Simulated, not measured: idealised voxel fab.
Herein follows the process module entitled voxel spacer lines.
FYI the section here is cut, 220 nm wide, cells are 5 nm squares.
We lay out every cross-section as a grid of square cells and spell it out in bands from the top down, where one band means one or more rows of cells.
Each band's line starts with the height of the band's top and of its bottom, in nm. Then come its materials from left to right, each with its width in nm. One material with "full width" fills the band from edge to edge. "blank" is empty space.
The reference from which all heights are counted is 0, the level beneath which the as-received wafer is entirely one material; the lowest band, having no lower bound, proceeds downward and is written after the example "0..down".
So if you see something like "30 to 40" for the width, read it as the top row of the band sitting at the first number and the bottom row at the second, with every row in between moving by the same amount as the last.
"changes: none" (step): cross-section cells unchanged, all of them.
Voids not open to the top, 8 cells minimum: see "Fully closed voids". Written width x height at distance; distance is from the left edge; nm.
On a step's line, text after the settings is the simulator commenting on that step.
overlay nm: how far to the right of its planned place the mask lay on this masked step (negative: to the left).

Here's what the planned process steps look like:
1 RECEIVE (material Si)
2 CONFORMAL_DEP (material Al2O3; thk nm 5)
3 DIRECTIONAL_DEP (material TiN; thk nm 20)
4 DIRECTIONAL_DEP (material polySi; thk nm 20)
5 PATTERN (tone cover; mask id MANDREL; material resist; width nm 15; pitch nm 60; thk nm 25; overlay nm 0)
6 DIRECTIONAL_ETCH (etch materials polySi; depth nm 20)
7 STRIP (etch materials resist)
8 CONFORMAL_DEP (material SiN; thk nm 15)
9 DIRECTIONAL_ETCH (etch materials SiN; depth nm 15)
10 STRIP (etch materials polySi)
11 DIRECTIONAL_ETCH (etch materials TiN; depth nm 20)
12 STRIP (etch materials SiN)

Step 1 complete: cross-section of the wafer as received:
0..down  Si full width
Fully closed voids: none

Final cross-section, module run with one mistake (start and plan as above):
25..5  blank 70; TiN 15; blank 45; TiN 15; blank 75
5..0  Al2O3 full width
0..down  Si full width
Fully closed voids: none
What went wrong in running the wafer? in deviation from the planned setting, step 5 was conducted as PATTERN (tone open; mask id MANDREL; material resist; width nm 15; pitch nm 60; thk nm 25; overlay nm 0)
